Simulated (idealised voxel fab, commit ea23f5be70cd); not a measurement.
process module | voxel ribs on slabs
cross-section cut | 175 nm wide | cells 5 nm
A cross-section is a grid of square cells, given in bands from the top down. A band is one or more rows of cells.
Each band's line starts with the height of the band's top and of its bottom, in nm. Then come its materials from left to right, each with its width in nm. One material with "throughout" fills the band from edge to edge. "air" is empty space.
Height 0 is the level under which the wafer as received is all one material. The lowest band goes on downwards, as in "0 down".
A width such as "30 to 40" changes by the same amount from each row of cells to the next, from the band's top row to its bottom row.
"no change" after a step means that no cell of the cross-section changed.
closed voids: empty space of 8 cells or more with no open way to the top, each as width x height at its distance from the left edge, in nm
after a step's settings: what the simulator itself notes on the step
overlay nm, on a step with a mask: how far to the right of its planned place the mask lay; to the left if negative
plan
1 op RECEIVE | material Si
2 op DIRECTIONAL_DEP | material SiO2 | thk nm 25
3 op DIRECTIONAL_DEP | material SiN | thk nm 15
4 op MASKED_ETCH | tone cover | mask id RIB | width nm 30 | etch materials SiN | depth nm 10 | overlay nm 0
5 op DIRECTIONAL_DEP | material aC | thk nm 10
6 op PATTERN | tone cover | mask id SLAB | material resist | width nm 60 | thk nm 30 | overlay nm 0
7 op DIRECTIONAL_ETCH | etch materials aC | depth nm 10
8 op STRIP | etch materials resist
9 op DIRECTIONAL_ETCH | etch materials SiN | depth nm 5
10 op STRIP | etch materials aC
11 op FILL_DEP | material SiO2 | thk nm 20
12 op CMP | height nm 55
13 op DIRECTIONAL_DEP | material TiN | thk nm 10
14 op MASKED_ETCH | tone cover | mask id HEATER | width nm 40 | etch materials TiN | depth nm 10 | overlay nm 0
15 op CONFORMAL_DEP | material SiN | thk nm 10
as received, after step 1
  0 down: Si throughout
  closed voids: none
first wafer at the end, as planned
  75 to 65: air 55 | SiN 60 | air 60
  65 to 55: SiN 65 | TiN 40 | SiN 70
  55 to 40: SiO2 throughout
  40 to 30: SiO2 70 | SiN 30 | SiO2 75
  30 to 25: SiO2 55 | SiN 60 | SiO2 60
  25 to 0: SiO2 throughout
  0 down: Si throughout
  closed voids: none
second wafer at the end: like start, like plan, one mistake
  75 to 65: air 55 | SiN 60 | air 60
  65 to 55: SiN 65 | TiN 40 | SiN 70
  55 to 40: SiO2 throughout
  40 to 30: SiO2 65 | SiN 40 | SiO2 70
  30 to 25: SiO2 55 | SiN 60 | SiO2 60
  25 to 0: SiO2 throughout
  0 down: Si throughout
  closed voids: none
what went wrong: step 4 ran as: op MASKED_ETCH | tone cover | mask id RIB | width nm 40 | etch materials SiN | depth nm 10 | overlay nm 0
at the end the second wafer has, in cells: 4 more of SiN | 4 fewer of SiO2
